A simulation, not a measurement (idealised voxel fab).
Process module under the name voxel ribs on slabs
Section shown: cut. Width: 250 nm. Cell size: 5 nm, square.
Think of the cross-section as a grid of square cells. We describe it in bands, top to bottom, and each band covers one or more rows of those cells.
For a band, the entry starts with two heights in nm, that of the top and then that of the bottom, and carries on with the band's materials in order from left to right, each alongside its width in nm; the word "edge to edge" beside a single material means it fills the band edge to edge, and "empty" means empty space.
Ref level 0: as-received wafer is one material below here. Bottom band extends down with no lower bound ("0 nm and below").
Width "30->40": first value at the band's top row of cells, second value at its bottom row, equal change from row to row.
A step reported as "nothing different" is a step in which no cell of the cross-section changed.
Look at "Sealed void list" for the closed voids: empty spaces with no open path to the top, sized 8 cells or up. Each is width x height at distance, distance from the left edge, all nm.
Post-settings text on a step line: simulator's own remark regarding the step.
overlay nm: on a step with a mask, how far right of its planned place the mask lay; negative means left.
These are the steps we planned for the process
1) RECEIVE: material Si
2) DIRECTIONAL_DEP: material SiO2, thk nm 20
3) DIRECTIONAL_DEP: material polySi, thk nm 15
4) DIRECTIONAL_DEP: material aC, thk nm 15
5) PATTERN: tone cover, mask id RIB, material resist, width nm 25, thk nm 35, overlay nm 0
6) DIRECTIONAL_ETCH: etch materials aC, depth nm 15
7) STRIP: etch materials resist
8) DIRECTIONAL_ETCH: etch materials polySi, depth nm 10
9) STRIP: etch materials aC
10) PATTERN: tone cover, mask id SLAB, material resist, width nm 75, thk nm 20, overlay nm 0
11) DIRECTIONAL_ETCH: etch materials polySi, depth nm 5
12) STRIP: etch materials resist
13) FILL_DEP: material SiO2, thk nm 15
14) CMP: height nm 45
15) DIRECTIONAL_DEP: material W, thk nm 10
16) MASKED_ETCH: tone cover, mask id HEATER, width nm 35, etch materials W, depth nm 10, overlay nm 0
17) CONFORMAL_DEP: material SiN, thk nm 5
Wafer cross-section on receipt, i.e. after step 1
  0 nm and below  Si edge to edge
  Sealed void list: none
As-planned run: cross-section of the first of two wafers at end of module
  60 nm to 55 nm  100 empty  45 SiN  105 empty
  55 nm to 50 nm  100 empty  5 SiN  35 W  5 SiN  105 empty
  50 nm to 45 nm  105 SiN  35 W  110 SiN
  45 nm to 35 nm  SiO2 edge to edge
  35 nm to 25 nm  110 SiO2  25 polySi  115 SiO2
  25 nm to 20 nm  85 SiO2  75 polySi  90 SiO2
  20 nm to 0 nm  SiO2 edge to edge
  0 nm and below  Si edge to edge
  Sealed void list: none
Wafer two, sectioned after the module: the first wafer's start, the first wafer's plan, and one mistake in how it was run
  60 nm to 55 nm  100 empty  45 SiN  105 empty
  55 nm to 50 nm  100 empty  5 SiN  35 W  5 SiN  105 empty
  50 nm to 45 nm  105 SiN  35 W  110 SiN
  45 nm to 15 nm  SiO2 edge to edge
  15 nm to 0 nm  polySi edge to edge
  0 nm and below  Si edge to edge
  Sealed void list: none
What broke from the plan during processing? deviation from plan: step 3 and step 2 executed in one another's positions
FYI, end of process, the second wafer has more or fewer cells of some materials than the first: -125 SiO2; +125 polySi
